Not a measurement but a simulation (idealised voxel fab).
The name of this process module is voxel spacer lines.
The figure presents cross-section cut, which has a width of 155 nm and is divided into square cells with an edge length of 5 nm.
Cross-sections here: square-cell grids, written as top-down lists of bands, a band being one or more rows of cells. The entry gives the band's vertical extent as a top height and a bottom height in nm, then its horizontal make-up as materials from left to right, each with a width in nm. "air" stands for empty space; a single material marked "everywhere" fills the band edge to edge. Counting heights begins at 0, where everything beneath is, in the wafer as received, one material. The lowest band has no bottom; it goes on downwards, as "0 nm and below" shows. Per-row width for "30 to 40": begins at first number (top row of band), ends at second number (bottom row), increment between rows held constant. Reading "remains unaltered" for a step: not a cell of the cross-section changed in it. "Completely enclosed voids" contains a list of empty spaces, each no smaller than 8 cells and without an open way to the top, written in the form width x height at distance with the distance from the left edge and all three in nm. Heads up: the bit after the settings on a step's line is the simulator's remark on that step. overlay nm: mask offset rightward from planned place, masked step; negative means leftward offset.

## So here's the lineup of process steps we planned
- 1: RECEIVE [material Si]
- 2: CONFORMAL_DEP [material SiO2] [thk nm 10]
- 3: DIRECTIONAL_DEP [material polySi] [thk nm 10]
- 4: DIRECTIONAL_DEP [material aC] [thk nm 30]
- 5: PATTERN [tone cover] [mask id MANDREL] [material resist] [width nm 20] [pitch nm 60] [thk nm 35] [overlay nm 0]
- 6: DIRECTIONAL_ETCH [etch materials aC] [depth nm 30]
- 7: STRIP [etch materials resist]
- 8: CONFORMAL_DEP [material SiN] [thk nm 10]
- 9: DIRECTIONAL_ETCH [etch materials SiN] [depth nm 10]
- 10: STRIP [etch materials aC]
- 11: DIRECTIONAL_ETCH [etch materials polySi] [depth nm 10]
- 12: STRIP [etch materials SiN]

## First of the two wafers, run per plan

## Wafer as received: cross-section following step 1
> 0 nm and below: Si everywhere
> Completely enclosed voids: none

## Cross-section of the wafer subsequent to step 2
> 10 nm to 0 nm: SiO2 everywhere
> Unchanged below 0.

## Cross-section of the wafer subsequent to step 3
> 20 nm to 10 nm: polySi everywhere
> Unchanged below 10.

## Cross-section of the wafer subsequent to step 4
> 50 nm to 20 nm: aC everywhere
> Unchanged below 20.

## Cross-section of the wafer subsequent to step 5
> 85 nm to 50 nm: air (35)  resist (20)  air (40)  resist (20)  air (40)
> Unchanged below 50.

## Cross-section of the wafer subsequent to step 6
> 55 nm to 50 nm: air (35)  resist (20)  air (40)  resist (20)  air (40)
> 50 nm to 20 nm: air (35)  aC (20)  air (40)  aC (20)  air (40)
> Unchanged below 20.

## Cross-section of the wafer subsequent to step 7
> 50 nm to 20 nm: air (35)  aC (20)  air (40)  aC (20)  air (40)
> Unchanged below 20.

## Cross-section of the wafer subsequent to step 8
> 60 nm to 50 nm: air (25)  SiN (40)  air (20)  SiN (40)  air (30)
> 50 nm to 30 nm: air (25)  SiN (10)  aC (20)  SiN (10)  air (20)  SiN (10)  aC (20)  SiN (10)  air (30)
> 30 nm to 20 nm: SiN (35)  aC (20)  SiN (40)  aC (20)  SiN (40)
> Unchanged below 20.

## Cross-section of the wafer subsequent to step 9
> 50 nm to 20 nm: air (25)  SiN (10)  aC (20)  SiN (10)  air (20)  SiN (10)  aC (20)  SiN (10)  air (30)
> Unchanged below 20.

## Cross-section of the wafer subsequent to step 10
> 50 nm to 20 nm: air (25)  SiN (10)  air (20)  SiN (10)  air (20)  SiN (10)  air (20)  SiN (10)  air (30)
> Unchanged below 20.

## Cross-section of the wafer subsequent to step 11
> 50 nm to 20 nm: air (25)  SiN (10)  air (20)  SiN (10)  air (20)  SiN (10)  air (20)  SiN (10)  air (30)
> 20 nm to 10 nm: air (25)  polySi (10)  air (20)  polySi (10)  air (20)  polySi (10)  air (20)  polySi (10)  air (30)
> Unchanged below 10.

## Cross-section of the wafer subsequent to step 12
> 20 nm to 10 nm: air (25)  polySi (10)  air (20)  polySi (10)  air (20)  polySi (10)  air (20)  polySi (10)  air (30)
> Unchanged below 10.

## Companion wafer, the second of two: same beginning, same intended sequence, one mistake in carrying it out; through step 4 inclusive it tracks the first exactly

## Cross-section of the second wafer corresponding to the planned conclusion of step 5
> 85 nm to 50 nm: air (40)  resist (15)  air (45)  resist (15)  air (40)
> Unchanged below 50.

## Cross-section of the second wafer corresponding to the planned conclusion of step 6
> 55 nm to 50 nm: air (40)  resist (15)  air (45)  resist (15)  air (40)
> 50 nm to 20 nm: air (40)  aC (15)  air (45)  aC (15)  air (40)
> Unchanged below 20.

## Cross-section of the second wafer corresponding to the planned conclusion of step 7
> 50 nm to 20 nm: air (40)  aC (15)  air (45)  aC (15)  air (40)
> Unchanged below 20.

## Cross-section of the second wafer corresponding to the planned conclusion of step 8
> 60 nm to 50 nm: air (30)  SiN (35)  air (25)  SiN (35)  air (30)
> 50 nm to 30 nm: air (30)  SiN (10)  aC (15)  SiN (10)  air (25)  SiN (10)  aC (15)  SiN (10)  air (30)
> 30 nm to 20 nm: SiN (40)  aC (15)  SiN (45)  aC (15)  SiN (40)
> Unchanged below 20.

## Cross-section of the second wafer corresponding to the planned conclusion of step 9
> 50 nm to 20 nm: air (30)  SiN (10)  aC (15)  SiN (10)  air (25)  SiN (10)  aC (15)  SiN (10)  air (30)
> Unchanged below 20.

## Cross-section of the second wafer corresponding to the planned conclusion of step 10
> 50 nm to 20 nm: air (30)  SiN (10)  air (15)  SiN (10)  air (25)  SiN (10)  air (15)  SiN (10)  air (30)
> Unchanged below 20.

## Cross-section of the second wafer corresponding to the planned conclusion of step 11
> 50 nm to 20 nm: air (30)  SiN (10)  air (15)  SiN (10)  air (25)  SiN (10)  air (15)  SiN (10)  air (30)
> 20 nm to 10 nm: air (30)  polySi (10)  air (15)  polySi (10)  air (25)  polySi (10)  air (15)  polySi (10)  air (30)
> Unchanged below 10.

## Cross-section of the second wafer corresponding to the planned conclusion of step 12
> 20 nm to 10 nm: air (30)  polySi (10)  air (15)  polySi (10)  air (25)  polySi (10)  air (15)  polySi (10)  air (30)
> Unchanged below 10.
The plan and the run diverged here: step 5 ran as: PATTERN [tone cover] [mask id MANDREL] [material resist] [width nm 15] [pitch nm 60] [thk nm 35] [overlay nm 0]
End check, second vs first wafer: material counts in cells match, positions do not.
